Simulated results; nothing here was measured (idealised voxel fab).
Process module heading - voxel ribs on slabs
235 nm wide, 5 nm square cells: that's cross-section cut.
Bands, listed from the top down, are how a cross-section gets written in this document; the cross-section itself is a grid of square cells, and a band is one or more rows of them.
Heights first: top, then bottom, in nm. Then materials, left to right, each with a width in nm. "edge to edge" on a single material: fills the band edge to edge. "air": empty space.
Measure heights from 0. That's the level where, below it, the as-received wafer is all one material. The lowest band is bottomless and extends downward; write it as in "0 -> down".
So if you see something like "30->40" for the width, read it as the top row of the band sitting at the first number and the bottom row at the second, with every row in between moving by the same amount as the last.
For the purposes of this document, the phrase "no change" attached to a step denotes that no cell within the cross-section was modified by that step.
Empty spaces without an open route to the top, at least 8 cells in extent, make up the entry "Enclosed void entries"; each is given as width x height at distance, where the distance is measured from the left edge, and all are in nm.
What comes after the settings on a step's line is commentary from the simulator itself on that step.
overlay nm: on a step with a mask, how far right of its planned place the mask lay; negative means left.

Steps planned for the process
| 1 | RECEIVE,material Si |
| 2 | DIRECTIONAL_DEP,material SiO2,thk nm 25 |
| 3 | DIRECTIONAL_DEP,material polySi,thk nm 20 |
| 4 | DIRECTIONAL_DEP,material aC,thk nm 10 |
| 5 | PATTERN,tone cover,mask id RIB,material resist,width nm 30,thk nm 25,overlay nm 0 |
| 6 | DIRECTIONAL_ETCH,etch materials aC,depth nm 10 |
| 7 | STRIP,etch materials resist |
| 8 | DIRECTIONAL_ETCH,etch materials polySi,depth nm 10 |
| 9 | STRIP,etch materials aC |
| 10 | MASKED_ETCH,tone cover,mask id SLAB,width nm 80,etch materials polySi,depth nm 10,overlay nm 0 |
| 11 | FILL_DEP,material SiO2,thk nm 25 |
| 12 | CMP,height nm 60 |
| 13 | DIRECTIONAL_DEP,material TiN,thk nm 5 |
| 14 | PATTERN,tone cover,mask id HEATER,material resist,width nm 40,thk nm 15,overlay nm 0 |
| 15 | DIRECTIONAL_ETCH,etch materials TiN,depth nm 5 |
| 16 | STRIP,etch materials resist |
| 17 | CONFORMAL_DEP,material SiO2,thk nm 5 |

What follows covers the first of two wafers; it ran as planned

Delivered wafer in cross-section: state after step 1
	0 -> down  Si edge to edge
	Enclosed void entries: none

Cross-section of the wafer subsequent to step 2
	25 -> 0  SiO2 edge to edge
	Under 0: no change, same as before.

Cross-section of the wafer subsequent to step 3
	45 -> 25  polySi edge to edge
	Under 25: no change, same as before.

Cross-section of the wafer subsequent to step 4
	55 -> 45  aC edge to edge
	Under 45: no change, same as before.

Cross-section of the wafer subsequent to step 5
	80 -> 55  100 air / 30 resist / 105 air
	Under 55: no change, same as before.

Cross-section of the wafer subsequent to step 6
	70 -> 55  100 air / 30 resist / 105 air
	55 -> 45  100 air / 30 aC / 105 air
	Under 45: no change, same as before.

Cross-section of the wafer subsequent to step 7
	55 -> 45  100 air / 30 aC / 105 air
	Under 45: no change, same as before.

Cross-section of the wafer subsequent to step 8
	55 -> 45  100 air / 30 aC / 105 air
	45 -> 35  100 air / 30 polySi / 105 air
	Under 35: no change, same as before.

Cross-section of the wafer subsequent to step 9
	45 -> 35  100 air / 30 polySi / 105 air
	Under 35: no change, same as before.

Cross-section of the wafer subsequent to step 10
	45 -> 35  100 air / 30 polySi / 105 air
	35 -> 25  75 air / 80 polySi / 80 air
	Under 25: no change, same as before.

Cross-section of the wafer subsequent to step 11
	70 -> 45  SiO2 edge to edge
	45 -> 35  100 SiO2 / 30 polySi / 105 SiO2
	35 -> 25  75 SiO2 / 80 polySi / 80 SiO2
	Under 25: no change, same as before.

Cross-section of the wafer subsequent to step 12
	60 -> 45  SiO2 edge to edge
	Under 45: no change, same as before.

Cross-section of the wafer subsequent to step 13
	65 -> 60  TiN edge to edge
	Under 60: no change, same as before.

Cross-section of the wafer subsequent to step 14
	80 -> 65  95 air / 40 resist / 100 air
	Under 65: no change, same as before.

Cross-section of the wafer subsequent to step 15
	80 -> 65  95 air / 40 resist / 100 air
	65 -> 60  95 air / 40 TiN / 100 air
	Under 60: no change, same as before.

Cross-section of the wafer subsequent to step 16
	65 -> 60  95 air / 40 TiN / 100 air
	Under 60: no change, same as before.

Cross-section of the wafer subsequent to step 17
	70 -> 65  90 air / 50 SiO2 / 95 air
	65 -> 60  95 SiO2 / 40 TiN / 100 SiO2
	Under 60: no change, same as before.

Second wafer, same starting conditions and recipe as the first, one mistake in executing it, nothing differs from the first up to and including step 11

Second wafer, sectioned view, at step 12's planned end time
	50 -> 45  SiO2 edge to edge
	Under 45: no change, same as before.

Second wafer, sectioned view, at step 13's planned end time
	55 -> 50  TiN edge to edge
	Under 50: no change, same as before.

Second wafer, sectioned view, at step 14's planned end time
	70 -> 55  95 air / 40 resist / 100 air
	Under 55: no change, same as before.

Second wafer, sectioned view, at step 15's planned end time
	70 -> 55  95 air / 40 resist / 100 air
	55 -> 50  95 air / 40 TiN / 100 air
	Under 50: no change, same as before.

Second wafer, sectioned view, at step 16's planned end time
	55 -> 50  95 air / 40 TiN / 100 air
	Under 50: no change, same as before.

Second wafer, sectioned view, at step 17's planned end time
	60 -> 55  90 air / 50 SiO2 / 95 air
	55 -> 50  95 SiO2 / 40 TiN / 100 SiO2
	Under 50: no change, same as before.
Where did the run depart from the plan? step 12 changed vs plan, executed as CMP,height nm 50
Heads up, by the end the second wafer has more or fewer cells of some materials compared to the first: SiO2 -94
